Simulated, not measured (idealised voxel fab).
The name of this process module is voxel capacitor over wiring.
It is cross-section cut that appears here, measuring 295 nm in width, its square cells being 5 nm in size.
Square cells in a grid make up a cross-section in this document, and the grid is given as bands, listed from the top down, each one or more rows of cells.
A band entry consists of two parts. The first gives the height of the band's top and the height of its bottom, in nm. The rest lists the band's materials from left to right, each with its width in nm. A single material labelled with the word "full width" fills the band from edge to edge, and the word "blank" marks empty space.
We count height from 0. Below that, the starting wafer is all one material. The lowest band never ends at the bottom but goes on down; see "0 nm and below" for how that is written.
The width entry "30 to 40" should be interpreted row by row: the top row of cells in the band takes the first number, the bottom row takes the second number, and the change between adjacent rows is uniform throughout.
Where the words "no alteration" appear for a step, the cross-section shows no cell changed by that step; every cell remained as before.
Under "Non-vented voids" you'll find the enclosed gaps, the ones with no way out to the top, that are 8 cells or bigger; each reads width x height at distance, with distance counted from the left edge, everything in nm.
On a step's line, text after the settings is the simulator commenting on that step.
Regarding "overlay nm": on a step with a mask, it is the distance the mask lay to the right of its planned place; a negative value places it to the left.
So here's the lineup of process steps we planned
1: RECEIVE, material Si
2: CONFORMAL_DEP, material SiO2, thk nm 10
3: DIRECTIONAL_DEP, material TiN, thk nm 5
4: DIRECTIONAL_DEP, material W, thk nm 20
5: MASKED_ETCH, tone cover, mask id METAL_1, width nm 30, pitch nm 100, etch materials W, depth nm 20, overlay nm 0
6: MASKED_ETCH, tone cover, mask id METAL_1, width nm 30, pitch nm 100, etch materials TiN, depth nm 5, overlay nm 0
7: FILL_DEP, material SiO2, thk nm 5
8: CMP, height nm 35
9: CONFORMAL_DEP, material SiCN, thk nm 5
10: DIRECTIONAL_DEP, material lowk, thk nm 20
11: MASKED_ETCH, tone open, mask id PLUG_1, width nm 15, etch materials lowk, depth nm 20, overlay nm 0
12: MASKED_ETCH, tone open, mask id PLUG_1, width nm 15, etch materials SiCN, depth nm 5, overlay nm 0
13: EPI, material Ru, thk nm 10
14: EPI, material Ru, thk nm 10
15: EPI, material Ru, thk nm 5
16: DIRECTIONAL_DEP, material TiN, thk nm 5
17: DIRECTIONAL_DEP, material Al2O3, thk nm 5
18: DIRECTIONAL_DEP, material TiN, thk nm 5
19: DIRECTIONAL_DEP, material aC, thk nm 15
20: PATTERN, tone cover, mask id UPPER_PLATE, material resist, width nm 75, thk nm 30, overlay nm 0
21: DIRECTIONAL_ETCH, etch materials aC, depth nm 15
22: STRIP, etch materials resist
23: DIRECTIONAL_ETCH, etch materials TiN, depth nm 5
24: DIRECTIONAL_ETCH, etch materials Al2O3, depth nm 5
25: STRIP, etch materials aC
26: DIRECTIONAL_DEP, material aC, thk nm 10
27: PATTERN, tone cover, mask id LOWER_PLATE, material resist, width nm 85, thk nm 30, overlay nm 0
28: DIRECTIONAL_ETCH, etch materials aC, depth nm 10
29: STRIP, etch materials resist
30: DIRECTIONAL_ETCH, etch materials TiN, depth nm 5
31: STRIP, etch materials aC
32: FILL_DEP, material SiO2, thk nm 20
33: CMP, height nm 90
34: PATTERN, tone open, mask id PLUG_2, material resist, width nm 15, thk nm 15, overlay nm 0
35: DIRECTIONAL_ETCH, etch materials SiO2, depth nm 15
36: STRIP, etch materials resist
37: CONFORMAL_DEP, material TiN, thk nm 5
38: FILL_DEP, material Ru, thk nm 10
39: CMP, height nm 90
40: CONFORMAL_DEP, material SiCN, thk nm 5
Delivered wafer in cross-section: state after step 1
* 0 nm and below: Si full width
* Non-vented voids: none
Module complete - cross-section of the first of two wafers, run according to plan
* 95 nm to 90 nm: SiCN full width
* 90 nm to 80 nm: SiO2 105 nm / TiN 5 nm / Ru 5 nm / TiN 5 nm / SiO2 175 nm
* 80 nm to 70 nm: SiO2 105 to 95 nm / TiN 15 to 75 nm / SiO2 175 to 125 nm
* 70 nm to 65 nm: SiO2 95 nm / Al2O3 75 nm / SiO2 125 nm
* 65 nm to 60 nm: SiO2 90 nm / TiN 85 nm / SiO2 120 nm
* 60 nm to 40 nm: lowk 95 nm / Ru 15 nm / lowk 185 nm
* 40 nm to 35 nm: SiCN 95 nm / Ru 15 nm / SiCN 185 nm
* 35 nm to 15 nm: SiO2 80 nm / W 30 nm / SiO2 70 nm / W 30 nm / SiO2 85 nm
* 15 nm to 10 nm: SiO2 80 nm / TiN 30 nm / SiO2 70 nm / TiN 30 nm / SiO2 85 nm
* 10 nm to 0 nm: SiO2 full width
* 0 nm and below: Si full width
* Non-vented voids: none
Now the second wafer, cross-sectioned at the end of the module. Nothing different at the start, nothing different in the plan compared with the first, just one mistake when it was actually run
* 110 nm to 105 nm: SiCN full width
* 105 nm to 95 nm: Ru full width
* 95 nm to 90 nm: TiN 110 nm / Ru 5 nm / TiN 180 nm
* 90 nm to 80 nm: SiO2 105 nm / TiN 5 nm / Ru 5 nm / TiN 5 nm / SiO2 175 nm
* 80 nm to 70 nm: SiO2 105 to 95 nm / TiN 15 to 75 nm / SiO2 175 to 125 nm
* 70 nm to 65 nm: SiO2 95 nm / Al2O3 75 nm / SiO2 125 nm
* 65 nm to 60 nm: SiO2 90 nm / TiN 85 nm / SiO2 120 nm
* 60 nm to 40 nm: lowk 95 nm / Ru 15 nm / lowk 185 nm
* 40 nm to 35 nm: SiCN 95 nm / Ru 15 nm / SiCN 185 nm
* 35 nm to 15 nm: SiO2 80 nm / W 30 nm / SiO2 70 nm / W 30 nm / SiO2 85 nm
* 15 nm to 10 nm: SiO2 80 nm / TiN 30 nm / SiO2 70 nm / TiN 30 nm / SiO2 85 nm
* 10 nm to 0 nm: SiO2 full width
* 0 nm and below: Si full width
* Non-vented voids: none
Where did the run depart from the plan? plan step 39 skipped
Final tally in cells, some materials are higher or lower on the second wafer than on the first: +119 Ru | +58 TiN
